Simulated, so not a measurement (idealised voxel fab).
The following is a process module called voxel gate over fins.
Cross-section cut: width 250 nm, square cells of 5 nm.
For the purposes of this document, a cross-section shall be understood as a grid of square cells, specified as bands listed in top-to-bottom order, each band consisting of one or more rows of cells. Read a band's entry like this: the first values are the height of its top and the height of its bottom in nm, and what follows is the sequence of materials from left to right, each with its width in nm. Note that "empty" is empty space, and that a single material marked "edge to edge" reaches across the band from edge to edge. All heights in this document are referenced to 0, defined as the level beneath which the wafer, as received, consists entirely of one material. The lowest band is not bounded below; it extends indefinitely downward and is written in the form "0 nm and below". Quick explanation for "30->40": the width changes in equal steps down the rows of cells, from the first number in the band's top row to the second number in its bottom row. The designation "nothing was modified", where it is given for a processing step, indicates that no cell of the cross-section was altered in the course of that step. In "Sealed void listing" the enclosed voids are listed, meaning empty spaces of 8 cells or larger without any opening to the top. The form is width x height at distance, distance from the left edge, units nm. What comes after the settings on a step's line is commentary from the simulator itself on that step. overlay nm: mask offset rightward from planned place, masked step; negative means leftward offset.
## So here's the lineup of process steps we planned
1 op RECEIVE | material Si
2 op CONFORMAL_DEP | material SiN | thk nm 10
3 op DIRECTIONAL_DEP | material aC | thk nm 15
4 op PATTERN | tone cover | mask id FINS | material resist | width nm 15 | pitch nm 55 | thk nm 35 | overlay nm 0
5 op DIRECTIONAL_ETCH | etch materials aC | depth nm 15
6 op STRIP | etch materials resist
7 op DIRECTIONAL_ETCH | etch materials SiN | depth nm 10
8 op DIRECTIONAL_ETCH | etch materials Si | depth nm 30
9 op STRIP | etch materials aC
10 op OXIDIZE | depth nm 5
11 op FILL_DEP | material SiO2 | thk nm 10
12 op CMP | height nm 10
13 op DIRECTIONAL_DEP | material aC | thk nm 15
14 op PATTERN | tone open | mask id RAIL | material resist | width nm 15 | thk nm 30 | overlay nm 0
15 op DIRECTIONAL_ETCH | etch materials aC | depth nm 15
16 op STRIP | etch materials resist
17 op DIRECTIONAL_ETCH | etch materials SiO2 | depth nm 35
18 op STRIP | etch materials aC
19 op CONFORMAL_DEP | material TiN | thk nm 5
20 op FILL_DEP | material Ru | thk nm 5
21 op CMP | height nm 10
22 op SELECTIVE_ETCH | etch materials W Ru TiN | depth nm 30
23 op FILL_DEP | material SiO2 | thk nm 5
24 op CMP | height nm 10
25 op SELECTIVE_ETCH | etch materials SiO2 | depth nm 20
26 op STRIP | etch materials SiN
27 op CONFORMAL_DEP | material HfO2 | thk nm 5
28 op CONFORMAL_DEP | material TiN | thk nm 5
29 op FILL_DEP | material W | thk nm 15
30 op CMP | height nm 20
31 op CONFORMAL_DEP | material SiN | thk nm 10
## The first wafer of two, processed as planned
## Cross-section: wafer on arrival = after step 1
0 nm and below = Si edge to edge
Sealed void listing: none
## Cross-sectional representation of the wafer at the conclusion of step 2
10 nm to 0 nm = SiN edge to edge
At heights below 0, the structure remains unaltered.
## Cross-sectional representation of the wafer at the conclusion of step 3
25 nm to 10 nm = aC edge to edge
At heights below 10, the structure remains unaltered.
## Cross-sectional representation of the wafer at the conclusion of step 4
60 nm to 25 nm = empty: 90, then resist: 15, then empty: 40, then resist: 15, then empty: 90
At heights below 25, the structure remains unaltered.
## Cross-sectional representation of the wafer at the conclusion of step 5
45 nm to 25 nm = empty: 90, then resist: 15, then empty: 40, then resist: 15, then empty: 90
25 nm to 10 nm = empty: 90, then aC: 15, then empty: 40, then aC: 15, then empty: 90
At heights below 10, the structure remains unaltered.
## Cross-sectional representation of the wafer at the conclusion of step 6
25 nm to 10 nm = empty: 90, then aC: 15, then empty: 40, then aC: 15, then empty: 90
At heights below 10, the structure remains unaltered.
## Cross-sectional representation of the wafer at the conclusion of step 7
25 nm to 10 nm = empty: 90, then aC: 15, then empty: 40, then aC: 15, then empty: 90
10 nm to 0 nm = empty: 90, then SiN: 15, then empty: 40, then SiN: 15, then empty: 90
At heights below 0, the structure remains unaltered.
## Cross-sectional representation of the wafer at the conclusion of step 8
25 nm to 10 nm = empty: 90, then aC: 15, then empty: 40, then aC: 15, then empty: 90
10 nm to 0 nm = empty: 90, then SiN: 15, then empty: 40, then SiN: 15, then empty: 90
0 nm to -30 nm = empty: 90, then Si: 15, then empty: 40, then Si: 15, then empty: 90
At heights below -30, the structure remains unaltered.
## Cross-sectional representation of the wafer at the conclusion of step 9
10 nm to 0 nm = empty: 90, then SiN: 15, then empty: 40, then SiN: 15, then empty: 90
At heights below 0, the structure remains unaltered.
## Cross-sectional representation of the wafer at the conclusion of step 10
10 nm to 0 nm = empty: 90, then SiN: 15, then empty: 40, then SiN: 15, then empty: 90
0 nm to -30 nm = empty: 90, then SiO2: 5, then Si: 5, then SiO2: 5, then empty: 40, then SiO2: 5, then Si: 5, then SiO2: 5, then empty: 90
-30 nm to -35 nm = SiO2: 95, then Si: 5, then SiO2: 50, then Si: 5, then SiO2: 95
At heights below -35, the structure remains unaltered.
## Cross-sectional representation of the wafer at the conclusion of step 11
20 nm to 10 nm = SiO2 edge to edge
10 nm to 0 nm = SiO2: 90, then SiN: 15, then SiO2: 40, then SiN: 15, then SiO2: 90
0 nm to -35 nm = SiO2: 95, then Si: 5, then SiO2: 50, then Si: 5, then SiO2: 95
At heights below -35, the structure remains unaltered.
## Cross-sectional representation of the wafer at the conclusion of step 12
10 nm to 0 nm = SiO2: 90, then SiN: 15, then SiO2: 40, then SiN: 15, then SiO2: 90
At heights below 0, the structure remains unaltered.
## Cross-sectional representation of the wafer at the conclusion of step 13
25 nm to 10 nm = aC edge to edge
At heights below 10, the structure remains unaltered.
## Cross-sectional representation of the wafer at the conclusion of step 14
55 nm to 25 nm = resist: 115, then empty: 15, then resist: 120
At heights below 25, the structure remains unaltered.
## Cross-sectional representation of the wafer at the conclusion of step 15
40 nm to 25 nm = resist: 115, then empty: 15, then resist: 120
25 nm to 10 nm = aC: 115, then empty: 15, then aC: 120
At heights below 10, the structure remains unaltered.
## Cross-sectional representation of the wafer at the conclusion of step 16
25 nm to 10 nm = aC: 115, then empty: 15, then aC: 120
At heights below 10, the structure remains unaltered.
## Cross-sectional representation of the wafer at the conclusion of step 17
25 nm to 10 nm = aC: 115, then empty: 15, then aC: 120
10 nm to 0 nm = SiO2: 90, then SiN: 15, then SiO2: 10, then empty: 15, then SiO2: 15, then SiN: 15, then SiO2: 90
0 nm to -25 nm = SiO2: 95, then Si: 5, then SiO2: 15, then empty: 15, then SiO2: 20, then Si: 5, then SiO2: 95
At heights below -25, the structure remains unaltered.
## Cross-sectional representation of the wafer at the conclusion of step 18
10 nm to 0 nm = SiO2: 90, then SiN: 15, then SiO2: 10, then empty: 15, then SiO2: 15, then SiN: 15, then SiO2: 90
At heights below 0, the structure remains unaltered.
## Cross-sectional representation of the wafer at the conclusion of step 19
15 nm to 10 nm = TiN: 120, then empty: 5, then TiN: 125
10 nm to 0 nm = SiO2: 90, then SiN: 15, then SiO2: 10, then TiN: 5, then empty: 5, then TiN: 5, then SiO2: 15, then SiN: 15, then SiO2: 90
0 nm to -20 nm = SiO2: 95, then Si: 5, then SiO2: 15, then TiN: 5, then empty: 5, then TiN: 5, then SiO2: 20, then Si: 5, then SiO2: 95
-20 nm to -25 nm = SiO2: 95, then Si: 5, then SiO2: 15, then TiN: 15, then SiO2: 20, then Si: 5, then SiO2: 95
At heights below -25, the structure remains unaltered.
## Cross-sectional representation of the wafer at the conclusion of step 20
20 nm to 15 nm = Ru edge to edge
15 nm to 10 nm = TiN: 120, then Ru: 5, then TiN: 125
10 nm to 0 nm = SiO2: 90, then SiN: 15, then SiO2: 10, then TiN: 5, then Ru: 5, then TiN: 5, then SiO2: 15, then SiN: 15, then SiO2: 90
0 nm to -20 nm = SiO2: 95, then Si: 5, then SiO2: 15, then TiN: 5, then Ru: 5, then TiN: 5, then SiO2: 20, then Si: 5, then SiO2: 95
At heights below -20, the structure remains unaltered.
## Cross-sectional representation of the wafer at the conclusion of step 21
10 nm to 0 nm = SiO2: 90, then SiN: 15, then SiO2: 10, then TiN: 5, then Ru: 5, then TiN: 5, then SiO2: 15, then SiN: 15, then SiO2: 90
At heights below 0, the structure remains unaltered.
## Cross-sectional representation of the wafer at the conclusion of step 22
10 nm to 0 nm = SiO2: 90, then SiN: 15, then SiO2: 10, then empty: 15, then SiO2: 15, then SiN: 15, then SiO2: 90
0 nm to -20 nm = SiO2: 95, then Si: 5, then SiO2: 15, then empty: 15, then SiO2: 20, then Si: 5, then SiO2: 95
At heights below -20, the structure remains unaltered.
## Cross-sectional representation of the wafer at the conclusion of step 23
15 nm to 10 nm = SiO2 edge to edge
10 nm to 0 nm = SiO2: 90, then SiN: 15, then SiO2: 40, then SiN: 15, then SiO2: 90
0 nm to -20 nm = SiO2: 95, then Si: 5, then SiO2: 50, then Si: 5, then SiO2: 95
At heights below -20, the structure remains unaltered.
## Cross-sectional representation of the wafer at the conclusion of step 24
10 nm to 0 nm = SiO2: 90, then SiN: 15, then SiO2: 40, then SiN: 15, then SiO2: 90
At heights below 0, the structure remains unaltered.
## Cross-sectional representation of the wafer at the conclusion of step 25
10 nm to 0 nm = empty: 90, then SiN: 15, then empty: 40, then SiN: 15, then empty: 90
0 nm to -10 nm = empty: 95, then Si: 5, then empty: 50, then Si: 5, then empty: 95
At heights below -10, the structure remains unaltered.
## Cross-sectional representation of the wafer at the conclusion of step 26
0 nm to -10 nm = empty: 95, then Si: 5, then empty: 50, then Si: 5, then empty: 95
At heights below -10, the structure remains unaltered.
## Cross-sectional representation of the wafer at the conclusion of step 27
5 nm to 0 nm = empty: 90, then HfO2: 15, then empty: 40, then HfO2: 15, then empty: 90
0 nm to -5 nm = empty: 90, then HfO2: 5, then Si: 5, then HfO2: 5, then empty: 40, then HfO2: 5, then Si: 5, then HfO2: 5, then empty: 90
-5 nm to -10 nm = HfO2: 95, then Si: 5, then HfO2: 50, then Si: 5, then HfO2: 95
At heights below -10, the structure remains unaltered.
## Cross-sectional representation of the wafer at the conclusion of step 28
10 nm to 5 nm = empty: 85, then TiN: 25, then empty: 30, then TiN: 25, then empty: 85
5 nm to 0 nm = empty: 85, then TiN: 5, then HfO2: 15, then TiN: 5, then empty: 30, then TiN: 5, then HfO2: 15, then TiN: 5, then empty: 85
0 nm to -5 nm = TiN: 90, then HfO2: 5, then Si: 5, then HfO2: 5, then TiN: 40, then HfO2: 5, then Si: 5, then HfO2: 5, then TiN: 90
At heights below -5, the structure remains unaltered.
## Cross-sectional representation of the wafer at the conclusion of step 29
25 nm to 10 nm = W edge to edge
10 nm to 5 nm = W: 85, then TiN: 25, then W: 30, then TiN: 25, then W: 85
5 nm to 0 nm = W: 85, then TiN: 5, then HfO2: 15, then TiN: 5, then W: 30, then TiN: 5, then HfO2: 15, then TiN: 5, then W: 85
At heights below 0, the structure remains unaltered.
## Cross-sectional representation of the wafer at the conclusion of step 30
20 nm to 10 nm = W edge to edge
At heights below 10, the structure remains unaltered.
## Cross-sectional representation of the wafer at the conclusion of step 31
30 nm to 20 nm = SiN edge to edge
At heights below 20, the structure remains unaltered.
## Wafer two of two - same starting point, same process plan, one mistake in execution; matches wafer one up to and including step 26
Cross-sectional view of the second wafer at the intended end time of process step 27: nothing was modified
## Cross-sectional view of the second wafer at the intended end time of process step 28
5 nm to 0 nm = empty: 90, then TiN: 15, then empty: 40, then TiN: 15, then empty: 90
0 nm to -5 nm = empty: 90, then TiN: 5, then Si: 5, then TiN: 5, then empty: 40, then TiN: 5, then Si: 5, then TiN: 5, then empty: 90
-5 nm to -10 nm = TiN: 95, then Si: 5, then TiN: 50, then Si: 5, then TiN: 95
At heights below -10, the structure remains unaltered.
## Cross-sectional view of the second wafer at the intended end time of process step 29
20 nm to 5 nm = W edge to edge
5 nm to 0 nm = W: 90, then TiN: 15, then W: 40, then TiN: 15, then W: 90
0 nm to -5 nm = W: 90, then TiN: 5, then Si: 5, then TiN: 5, then W: 40, then TiN: 5, then Si: 5, then TiN: 5, then W: 90
At heights below -5, the structure remains unaltered.
Cross-sectional view of the second wafer at the intended end time of process step 30: nothing was modified
## Cross-sectional view of the second wafer at the intended end time of process step 31
30 nm to 20 nm = SiN edge to edge
At heights below 20, the structure remains unaltered.
Processing error: execution of step 27 of the plan did not take place, the step having been omitted
Final cells, second wafer relative to first, materials higher or lower: HfO2: 58 fewer, W: 58 more
